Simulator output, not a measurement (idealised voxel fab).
process module | voxel self aligned contacts
Pictured: cross-section cut, 230 nm wide, on a grid of 5 nm square cells.
Think of the cross-section as a grid of square cells. We describe it in bands, top to bottom, and each band covers one or more rows of those cells.
Band entry format. Leading values: height of top, height of bottom, nm. Remainder: materials in left-to-right order, each with its width in nm. Special words: "edge to edge" on a single material, which then fills the band edge to edge; "empty", empty space.
A quick word on heights: they are counted from 0, and under that level the wafer as it came to us is one material throughout. The lowest band is different from the rest in having no bottom; it simply continues downward, written as in "z 0 and below".
Read "30..40" as a graded width: first number on top, second number at the bottom, same change between each pair of neighbouring rows.
Step marked "all unchanged"? Then no cell in the cross-section changed in it.
What "Voids, sealed" gives you is every empty space of 8 cells or more that is cut off from the top. Each appears as width x height at distance, with the distance taken from the left edge and width, height and distance all in nm.
On a step's line, text after the settings is the simulator commenting on that step.
"overlay nm" on a masked step: distance the mask lay right of its planned place, negative for left.

This section lists the process steps that were planned
- 1: RECEIVE,material Si
- 2: CONFORMAL_DEP,material SiO2,thk nm 5
- 3: DIRECTIONAL_DEP,material polySi,thk nm 25
- 4: DIRECTIONAL_DEP,material SiN,thk nm 20
- 5: DIRECTIONAL_DEP,material aC,thk nm 15
- 6: PATTERN,tone cover,mask id GATE,material resist,width nm 30,pitch nm 55,thk nm 30,overlay nm 0
- 7: DIRECTIONAL_ETCH,etch materials aC,depth nm 15
- 8: STRIP,etch materials resist
- 9: DIRECTIONAL_ETCH,etch materials SiN,depth nm 20
- 10: DIRECTIONAL_ETCH,etch materials polySi,depth nm 25
- 11: STRIP,etch materials aC
- 12: CONFORMAL_DEP,material SiN,thk nm 5
- 13: DIRECTIONAL_ETCH,etch materials SiN,depth nm 5
- 14: FILL_DEP,material SiO2,thk nm 15
- 15: CMP,height nm 60
- 16: DIRECTIONAL_DEP,material aC,thk nm 15
- 17: PATTERN,tone open,mask id CONTACT,material resist,width nm 35,thk nm 35,overlay nm 0
- 18: DIRECTIONAL_ETCH,etch materials aC,depth nm 15
- 19: STRIP,etch materials resist
- 20: DIRECTIONAL_ETCH,etch materials SiO2,depth nm 60
- 21: STRIP,etch materials aC
- 22: CONFORMAL_DEP,material TiN,thk nm 5
- 23: FILL_DEP,material W,thk nm 5
- 24: CMP,height nm 60
- 25: CONFORMAL_DEP,material SiN,thk nm 5

Delivered wafer in cross-section: state after step 1
z 0 and below: Si edge to edge
Voids, sealed: none

First wafer of two, sectioned at end of module; run went per plan
z 65 to 60: SiN edge to edge
z 60 to 50: SiO2: 95, TiN: 5..15, W: 25..5, TiN: 5..15, SiO2: 100
z 50 to 30: SiO2: 65, SiN: 40, TiN: 5, W: 5, TiN: 5, SiN: 40, SiO2: 70
z 30 to 5: SiO2: 65, SiN: 5, polySi: 30, SiN: 5, TiN: 5, W: 5, TiN: 5, SiN: 5, polySi: 30, SiN: 5, SiO2: 70
z 5 to 0: SiO2: 105, TiN: 15, SiO2: 110
z 0 and below: Si edge to edge
Voids, sealed: none

End of module, second wafer, cross-section. Started like the first, planned like the first, run with one mistake
z 65 to 60: SiN edge to edge
z 60 to 50: W: 90..60, TiN: 5..35, SiO2: 35, TiN: 5..35, W: 95..65
z 50 to 30: W: 60, TiN: 5, SiN: 40, SiO2: 15, SiN: 40, TiN: 5, W: 65
z 30 to 5: W: 60, TiN: 5, SiN: 5, polySi: 30, SiN: 5, SiO2: 15, SiN: 5, polySi: 30, SiN: 5, TiN: 5, W: 65
z 5 to 0: TiN: 65, SiO2: 95, TiN: 70
z 0 and below: Si edge to edge
Voids, sealed: none
Short version of what went wrong: contrary to plan, step 17 was performed as PATTERN,tone cover,mask id CONTACT,material resist,width nm 35,thk nm 35,overlay nm 0
Per the end-of-run cell counts, the second wafer holds more or fewer of some materials than the first: 304 fewer of SiO2, 32 more of TiN, 272 more of W
